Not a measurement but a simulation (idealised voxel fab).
Name of the process module below: voxel wiring stack
Cross-section cut: width 215 nm, square cells of 5 nm.
A cross-section is a grid of square cells, given in bands from the top down. A band is one or more rows of cells. First you get the band's top height and its bottom height, in nm, and then the materials it's made of, left to right, with each width in nm. If you see a single material with "full width", that one covers the band edge to edge. "blank" is empty space. Ref level 0: as-received wafer is one material below here. Bottom band extends down with no lower bound ("0 -> down"). Quick explanation for "30 to 40": the width changes in equal steps down the rows of cells, from the first number in the band's top row to the second number in its bottom row. It should be understood that the words "everything unchanged", when stated for a given step, signify that the cross-section underwent no change in any of its cells during that step. closed voids: empty space of 8 cells or more with no open way to the top, each as width x height at its distance from the left edge, in nm. Text after the settings on a step's line: the simulator's own remark on that step. "overlay nm" answers the question of how far to the right of plan the mask lay on a step that has a mask, and when it is negative the answer is to the left.
# Planned process steps
1. RECEIVE | material Si
2. CONFORMAL_DEP | material SiO2 | thk nm 10
3. DIRECTIONAL_DEP | material TiN | thk nm 5
4. DIRECTIONAL_DEP | material Ru | thk nm 15
5. MASKED_ETCH | tone cover | mask id METAL_1 | width nm 25 | pitch nm 50 | etch materials Ru | depth nm 15 | overlay nm 0
6. MASKED_ETCH | tone cover | mask id METAL_1 | width nm 25 | pitch nm 50 | etch materials TiN | depth nm 5 | overlay nm 0
7. FILL_DEP | material lowk | thk nm 5
8. CMP | height nm 30
9. CONFORMAL_DEP | material SiCN | thk nm 5
10. DIRECTIONAL_DEP | material SiO2 | thk nm 15
11. PATTERN | tone open | mask id PLUG_1 | material resist | width nm 15 | thk nm 15 | overlay nm 0
12. DIRECTIONAL_ETCH | etch materials SiO2 | depth nm 15
13. DIRECTIONAL_ETCH | etch materials SiCN | depth nm 5
14. STRIP | etch materials resist
15. EPI | material Ru | thk nm 10
16. EPI | material Ru | thk nm 10
17. DIRECTIONAL_DEP | material TiN | thk nm 5
18. DIRECTIONAL_DEP | material Ru | thk nm 20
19. DIRECTIONAL_DEP | material aC | thk nm 15
20. PATTERN | tone cover | mask id METAL_2 | material resist | width nm 25 | pitch nm 50 | thk nm 35 | overlay nm 0
21. DIRECTIONAL_ETCH | etch materials aC | depth nm 15
22. STRIP | etch materials resist
23. DIRECTIONAL_ETCH | etch materials Ru | depth nm 20
24. DIRECTIONAL_ETCH | etch materials TiN | depth nm 5
25. STRIP | etch materials aC
26. CONFORMAL_DEP | material SiN | thk nm 5
27. FILL_DEP | material SiO2 | thk nm 5
28. CMP | height nm 75
29. CONFORMAL_DEP | material SiCN | thk nm 5
30. DIRECTIONAL_DEP | material lowk | thk nm 10
31. MASKED_ETCH | tone open | mask id PLUG_2 | width nm 15 | pitch nm 50 | etch materials lowk | depth nm 10 | overlay nm 0
32. MASKED_ETCH | tone open | mask id PLUG_2 | width nm 15 | pitch nm 50 | etch materials SiCN | depth nm 5 | overlay nm 0
33. CONFORMAL_DEP | material TiN | thk nm 5
34. FILL_DEP | material Ru | thk nm 10
35. CMP | height nm 90
36. CONFORMAL_DEP | material SiCN | thk nm 5
37. DIRECTIONAL_DEP | material SiO2 | thk nm 20
38. PATTERN | tone open | mask id METAL_3 | material resist | width nm 25 | pitch nm 50 | thk nm 15 | overlay nm 0
39. DIRECTIONAL_ETCH | etch materials SiO2 | depth nm 20
40. DIRECTIONAL_ETCH | etch materials SiCN | depth nm 5
41. STRIP | etch materials resist
42. CONFORMAL_DEP | material TiN | thk nm 5
43. FILL_DEP | material W | thk nm 10
44. CMP | height nm 115
45. EPI | material Ru | thk nm 5
46. FILL_DEP | material SiCN | thk nm 5
47. DIRECTIONAL_DEP | material lowk | thk nm 30
48. DIRECTIONAL_DEP | material aC | thk nm 10
49. PATTERN | tone open | mask id METAL_4_HOLES | material resist | width nm 15 | thk nm 30 | overlay nm 0
50. DIRECTIONAL_ETCH | etch materials aC | depth nm 10
51. STRIP | etch materials resist
52. DIRECTIONAL_ETCH | etch materials lowk | depth nm 30
53. STRIP | etch materials aC
54. DIRECTIONAL_DEP | material aC | thk nm 10
55. PATTERN | tone open | mask id METAL_4 | material resist | width nm 25 | pitch nm 50 | thk nm 25 | overlay nm 0
56. DIRECTIONAL_ETCH | etch materials aC | depth nm 10
57. STRIP | etch materials resist
58. DIRECTIONAL_ETCH | etch materials lowk | depth nm 15
59. DIRECTIONAL_ETCH | etch materials SiCN | depth nm 5
60. STRIP | etch materials aC
61. CONFORMAL_DEP | material TiN | thk nm 5
62. FILL_DEP | material Cu | thk nm 5
63. CMP | height nm 155
64. CONFORMAL_DEP | material SiN | thk nm 5
# Incoming wafer in cross-section (state: after step 1)
  0 -> down | Si full width
  closed voids: none
# What the wafer looks like in cross-section after this module, when it starts as shown above and follows the plan above but one mistake is made in running it
  160 -> 155 | SiN full width
  155 -> 145 | 70 nm lowk  5 nm TiN  15 nm Cu  5 nm TiN  25 nm lowk  5 nm TiN  15 nm Cu  5 nm TiN  70 nm lowk
  145 -> 140 | 70 nm lowk  5 nm TiN  5 nm Cu  15 nm TiN  25 nm lowk  25 nm TiN  70 nm lowk
  140 -> 125 | 70 nm lowk  5 nm TiN  5 nm Cu  5 nm TiN  130 nm lowk
  125 -> 120 | 70 nm SiCN  15 nm TiN  130 nm SiCN
  120 -> 115 | 65 nm SiCN  35 nm Ru  15 nm SiCN  35 nm Ru  65 nm SiCN
  115 -> 110 | 70 nm SiCN  25 nm TiN  25 nm SiCN  25 nm TiN  70 nm SiCN
  110 -> 90 | SiO2 full width
  90 -> 80 | 70 nm lowk  5 nm TiN  5 nm Ru  5 nm TiN  35 nm lowk  5 nm TiN  5 nm Ru  5 nm TiN  80 nm lowk
  80 -> 75 | 70 nm SiCN  15 nm TiN  35 nm SiCN  15 nm TiN  80 nm SiCN
  75 -> 55 | 65 nm SiO2  5 nm SiN  25 nm Ru  5 nm SiN  15 nm SiO2  5 nm SiN  25 nm Ru  5 nm SiN  65 nm SiO2
  55 -> 50 | 70 nm SiN  25 nm TiN  25 nm SiN  25 nm TiN  70 nm SiN
  50 -> 35 | 70 nm SiO2  15 nm Ru  130 nm SiO2
  35 -> 30 | 70 nm SiCN  15 nm Ru  130 nm SiCN
  30 -> 15 | 70 nm lowk  25 nm Ru  25 nm lowk  25 nm Ru  70 nm lowk
  15 -> 10 | 70 nm lowk  25 nm TiN  25 nm lowk  25 nm TiN  70 nm lowk
  10 -> 0 | SiO2 full width
  0 -> down | Si full width
  closed voids: none
Short version of what went wrong: steps 36 and 37: order swapped relative to plan
